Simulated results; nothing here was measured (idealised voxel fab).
The following is a process module called voxel ribs on slabs.
Square cells of 5 nm make up the cross-section cut, whose width is 230 nm.
Cross-section, as written here: a square-cell grid given band by band from the top down, where a band holds one or more rows of cells.
What a band's entry tells you: where the top is and where the bottom is, as heights in nm, and after that what lies inside, material by material from left to right, each with its width in nm. Empty space is written as the word "empty", and a single material marked with the word "everywhere" occupies the band from edge to edge.
Convention: height 0 is the level below which the wafer, as received, is all one material. The lowest band does not terminate at the bottom but continues downward, represented as "0 and below".
So if you see something like "30->40" for the width, read it as the top row of the band sitting at the first number and the bottom row at the second, with every row in between moving by the same amount as the last.
Where a step carries "nothing altered", the cross-section came out of it unchanged, cell for cell.
Reported under the label "Closed void catalog" are the empty spaces having no open way to the top and comprising 8 cells or more; the notation for each is width x height at distance, in which the distance is measured from the left edge and all three values are in nm.
Past the settings on a step's line: simulator remark, on that step.
overlay nm: right-of-plan distance of the mask on a masked step; negative values mean left-of-plan.
## This section lists the process steps that were planned
1,RECEIVE, material Si
2,DIRECTIONAL_DEP, material SiO2, thk nm 30
3,DIRECTIONAL_DEP, material SiN, thk nm 25
4,DIRECTIONAL_DEP, material aC, thk nm 10
5,PATTERN, tone cover, mask id RIB, material resist, width nm 25, thk nm 25, overlay nm 0
6,DIRECTIONAL_ETCH, etch materials aC, depth nm 10
7,STRIP, etch materials resist
8,DIRECTIONAL_ETCH, etch materials SiN, depth nm 10
9,STRIP, etch materials aC
10,DIRECTIONAL_DEP, material aC, thk nm 15
11,PATTERN, tone cover, mask id SLAB, material resist, width nm 85, thk nm 30, overlay nm 0
12,DIRECTIONAL_ETCH, etch materials aC, depth nm 15
13,STRIP, etch materials resist
14,DIRECTIONAL_ETCH, etch materials SiN, depth nm 15
15,STRIP, etch materials aC
16,FILL_DEP, material SiO2, thk nm 15
17,CMP, height nm 65
18,DIRECTIONAL_DEP, material TiN, thk nm 5
19,PATTERN, tone cover, mask id HEATER, material resist, width nm 35, thk nm 20, overlay nm 0
20,DIRECTIONAL_ETCH, etch materials TiN, depth nm 5
21,STRIP, etch materials resist
22,CONFORMAL_DEP, material SiN, thk nm 10
## Cross-section of the wafer upon arrival, representing the state reached after step 1
    0 and below  Si everywhere
    Closed void catalog: none
## Cross-sectional view of the first of the two wafers upon completion of the module, processed in accordance with the plan
    80 down to 75  empty 85 nm / SiN 55 nm / empty 90 nm
    75 down to 70  SiN everywhere
    70 down to 65  SiN 95 nm / TiN 35 nm / SiN 100 nm
    65 down to 55  SiO2 everywhere
    55 down to 45  SiO2 100 nm / SiN 25 nm / SiO2 105 nm
    45 down to 30  SiO2 70 nm / SiN 85 nm / SiO2 75 nm
    30 down to 0  SiO2 everywhere
    0 and below  Si everywhere
    Closed void catalog: none
## Now the second wafer, cross-sectioned at the end of the module. Nothing different at the start, nothing different in the plan compared with the first, just one mistake when it was actually run
    80 down to 75  empty 85 nm / SiN 55 nm / empty 90 nm
    75 down to 70  SiN everywhere
    70 down to 65  SiN 95 nm / TiN 35 nm / SiN 100 nm
    65 down to 55  SiO2 everywhere
    55 down to 45  SiO2 100 nm / SiN 25 nm / SiO2 105 nm
    45 down to 30  SiO2 70 nm / SiN 85 nm / SiO2 75 nm
    30 down to 0  TiN everywhere
    0 and below  Si everywhere
    Closed void catalog: none
Deviation noted in wafer processing: step 2 was run on a setting that differed from the plan, and what really ran there is DIRECTIONAL_DEP, material TiN, thk nm 30
Final comparison by cell count, materials where the second wafer has more or fewer than the first: SiO2: 276 fewer; TiN: 276 more
